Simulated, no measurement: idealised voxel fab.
Title: Process Module voxel ribs on slabs
The width of the displayed cross-section, cut, is 165 nm; its cells are square, with a size of 5 nm.
A cross-section is a grid of square cells, given in bands from the top down. A band is one or more rows of cells.
This entry defines a band. It first specifies the height of the band's top and the height of its bottom in nm, and then specifies the band's materials from left to right, stating each material with its width in nm. The word "throughout" identifies a single material that fills the band from edge to edge, while the word "empty" identifies empty space.
All heights in this document are referenced to 0, defined as the level beneath which the wafer, as received, consists entirely of one material. The lowest band is not bounded below; it extends indefinitely downward and is written in the form "0 and below".
It should be noted that a width expressed as "30 to 40" varies in equal increments from row to row of cells within the band, taking the value of the first number at the top row and that of the second number at the bottom row.
Step note "left unchanged" = no cross-section cell changed.
Heads up: "Closed void listing" only lists the empty pockets with no open path to the top that are 8 cells or more, and it writes them as width x height at distance, distance from the left edge, in nm.
Post-settings text on a step line: simulator's own remark regarding the step.
When a step includes a mask, the "overlay nm" setting on its line states how far to the right of its planned place that mask lay, and negative values state how far to the left.

## Planned step list for the process
1 RECEIVE with material Si
2 DIRECTIONAL_DEP with material SiO2, thk nm 20
3 DIRECTIONAL_DEP with material polySi, thk nm 20
4 PATTERN with tone cover, mask id RIB, material resist, width nm 15, thk nm 15, overlay nm 0
5 DIRECTIONAL_ETCH with etch materials polySi, depth nm 15
6 STRIP with etch materials resist
7 DIRECTIONAL_DEP with material aC, thk nm 15
8 PATTERN with tone cover, mask id SLAB, material resist, width nm 55, thk nm 30, overlay nm 0
9 DIRECTIONAL_ETCH with etch materials aC, depth nm 15
10 STRIP with etch materials resist
11 DIRECTIONAL_ETCH with etch materials polySi, depth nm 5
12 STRIP with etch materials aC
13 FILL_DEP with material SiO2, thk nm 30
14 CMP with height nm 60
15 DIRECTIONAL_DEP with material W, thk nm 5
16 DIRECTIONAL_DEP with material aC, thk nm 15
17 PATTERN with tone cover, mask id HEATER, material resist, width nm 25, thk nm 35, overlay nm 0
18 DIRECTIONAL_ETCH with etch materials aC, depth nm 15
19 STRIP with etch materials resist
20 DIRECTIONAL_ETCH with etch materials W, depth nm 5
21 STRIP with etch materials aC
22 CONFORMAL_DEP with material SiO2, thk nm 5

## Of two wafers, the first: run according to plan

## Cross-sectional view of the wafer in its as-received condition, corresponding to the state after step 1
    0 and below | Si throughout
    Closed void listing: none

## Presented here is a cross-section of the wafer after step 2 has been performed
    20 down to 0 | SiO2 throughout
    Heights below 0 show no change.

## Presented here is a cross-section of the wafer after step 3 has been performed
    40 down to 20 | polySi throughout
    Heights below 20 show no change.

## Presented here is a cross-section of the wafer after step 4 has been performed
    55 down to 40 | 75 empty, then 15 resist, then 75 empty
    Heights below 40 show no change.

## Presented here is a cross-section of the wafer after step 5 has been performed
    55 down to 40 | 75 empty, then 15 resist, then 75 empty
    40 down to 25 | 75 empty, then 15 polySi, then 75 empty
    Heights below 25 show no change.

## Presented here is a cross-section of the wafer after step 6 has been performed
    40 down to 25 | 75 empty, then 15 polySi, then 75 empty
    Heights below 25 show no change.

## Presented here is a cross-section of the wafer after step 7 has been performed
    55 down to 40 | 75 empty, then 15 aC, then 75 empty
    40 down to 25 | 75 aC, then 15 polySi, then 75 aC
    Heights below 25 show no change.

## Presented here is a cross-section of the wafer after step 8 has been performed
    85 down to 55 | 55 empty, then 55 resist, then 55 empty
    55 down to 40 | 55 empty, then 20 resist, then 15 aC, then 20 resist, then 55 empty
    Heights below 40 show no change.

## Presented here is a cross-section of the wafer after step 9 has been performed
    70 down to 55 | 55 empty, then 55 resist, then 55 empty
    55 down to 40 | 55 empty, then 20 resist, then 15 aC, then 20 resist, then 55 empty
    40 down to 25 | 55 empty, then 20 aC, then 15 polySi, then 20 aC, then 55 empty
    Heights below 25 show no change.

## Presented here is a cross-section of the wafer after step 10 has been performed
    55 down to 40 | 75 empty, then 15 aC, then 75 empty
    Heights below 40 show no change.

## Presented here is a cross-section of the wafer after step 11 has been performed
    55 down to 40 | 75 empty, then 15 aC, then 75 empty
    40 down to 25 | 55 empty, then 20 aC, then 15 polySi, then 20 aC, then 55 empty
    25 down to 20 | 55 empty, then 55 polySi, then 55 empty
    Heights below 20 show no change.

## Presented here is a cross-section of the wafer after step 12 has been performed
    40 down to 25 | 75 empty, then 15 polySi, then 75 empty
    Heights below 25 show no change.

## Presented here is a cross-section of the wafer after step 13 has been performed
    70 down to 40 | SiO2 throughout
    40 down to 25 | 75 SiO2, then 15 polySi, then 75 SiO2
    25 down to 20 | 55 SiO2, then 55 polySi, then 55 SiO2
    Heights below 20 show no change.

## Presented here is a cross-section of the wafer after step 14 has been performed
    60 down to 40 | SiO2 throughout
    Heights below 40 show no change.

## Presented here is a cross-section of the wafer after step 15 has been performed
    65 down to 60 | W throughout
    Heights below 60 show no change.

## Presented here is a cross-section of the wafer after step 16 has been performed
    80 down to 65 | aC throughout
    Heights below 65 show no change.

## Presented here is a cross-section of the wafer after step 17 has been performed
    115 down to 80 | 70 empty, then 25 resist, then 70 empty
    Heights below 80 show no change.

## Presented here is a cross-section of the wafer after step 18 has been performed
    100 down to 80 | 70 empty, then 25 resist, then 70 empty
    80 down to 65 | 70 empty, then 25 aC, then 70 empty
    Heights below 65 show no change.

## Presented here is a cross-section of the wafer after step 19 has been performed
    80 down to 65 | 70 empty, then 25 aC, then 70 empty
    Heights below 65 show no change.

## Presented here is a cross-section of the wafer after step 20 has been performed
    80 down to 65 | 70 empty, then 25 aC, then 70 empty
    65 down to 60 | 70 empty, then 25 W, then 70 empty
    Heights below 60 show no change.

## Presented here is a cross-section of the wafer after step 21 has been performed
    65 down to 60 | 70 empty, then 25 W, then 70 empty
    Heights below 60 show no change.

## Presented here is a cross-section of the wafer after step 22 has been performed
    70 down to 65 | 65 empty, then 35 SiO2, then 65 empty
    65 down to 60 | 70 SiO2, then 25 W, then 70 SiO2
    Heights below 60 show no change.

## second wafer: like start, like plan, one mistake. Through step 7 it matches the first wafer

## Second wafer profile in section, at the moment step 8 of the plan was meant to be complete
    85 down to 55 | 55 empty, then 60 resist, then 50 empty
    55 down to 40 | 55 empty, then 20 resist, then 15 aC, then 25 resist, then 50 empty
    Heights below 40 show no change.

## Second wafer profile in section, at the moment step 9 of the plan was meant to be complete
    70 down to 55 | 55 empty, then 60 resist, then 50 empty
    55 down to 40 | 55 empty, then 20 resist, then 15 aC, then 25 resist, then 50 empty
    40 down to 25 | 55 empty, then 20 aC, then 15 polySi, then 25 aC, then 50 empty
    Heights below 25 show no change.

## Second wafer profile in section, at the moment step 10 of the plan was meant to be complete
    55 down to 40 | 75 empty, then 15 aC, then 75 empty
    Heights below 40 show no change.

## Second wafer profile in section, at the moment step 11 of the plan was meant to be complete
    55 down to 40 | 75 empty, then 15 aC, then 75 empty
    40 down to 25 | 55 empty, then 20 aC, then 15 polySi, then 25 aC, then 50 empty
    25 down to 20 | 55 empty, then 60 polySi, then 50 empty
    Heights below 20 show no change.

## Second wafer profile in section, at the moment step 12 of the plan was meant to be complete
    40 down to 25 | 75 empty, then 15 polySi, then 75 empty
    Heights below 25 show no change.

## Second wafer profile in section, at the moment step 13 of the plan was meant to be complete
    70 down to 40 | SiO2 throughout
    40 down to 25 | 75 SiO2, then 15 polySi, then 75 SiO2
    25 down to 20 | 55 SiO2, then 60 polySi, then 50 SiO2
    Heights below 20 show no change.

## Second wafer profile in section, at the moment step 14 of the plan was meant to be complete
    60 down to 40 | SiO2 throughout
    Heights below 40 show no change.

## Second wafer profile in section, at the moment step 15 of the plan was meant to be complete
    65 down to 60 | W throughout
    Heights below 60 show no change.

## Second wafer profile in section, at the moment step 16 of the plan was meant to be complete
    80 down to 65 | aC throughout
    Heights below 65 show no change.

## Second wafer profile in section, at the moment step 17 of the plan was meant to be complete
    115 down to 80 | 70 empty, then 25 resist, then 70 empty
    Heights below 80 show no change.

## Second wafer profile in section, at the moment step 18 of the plan was meant to be complete
    100 down to 80 | 70 empty, then 25 resist, then 70 empty
    80 down to 65 | 70 empty, then 25 aC, then 70 empty
    Heights below 65 show no change.

## Second wafer profile in section, at the moment step 19 of the plan was meant to be complete
    80 down to 65 | 70 empty, then 25 aC, then 70 empty
    Heights below 65 show no change.

## Second wafer profile in section, at the moment step 20 of the plan was meant to be complete
    80 down to 65 | 70 empty, then 25 aC, then 70 empty
    65 down to 60 | 70 empty, then 25 W, then 70 empty
    Heights below 60 show no change.

## Second wafer profile in section, at the moment step 21 of the plan was meant to be complete
    65 down to 60 | 70 empty, then 25 W, then 70 empty
    Heights below 60 show no change.

## Second wafer profile in section, at the moment step 22 of the plan was meant to be complete
    70 down to 65 | 65 empty, then 35 SiO2, then 65 empty
    65 down to 60 | 70 SiO2, then 25 W, then 70 SiO2
    Heights below 60 show no change.
Deviation noted in wafer processing: heads up, step 8 didn't go per plan, it actually ran as PATTERN with tone cover, mask id SLAB, material resist, width nm 60, thk nm 30, overlay nm 0
Once processing is complete, comparing cell counts shows that the second wafer has more or fewer of certain materials than the first: 1 fewer of SiO2, 1 more of polySi
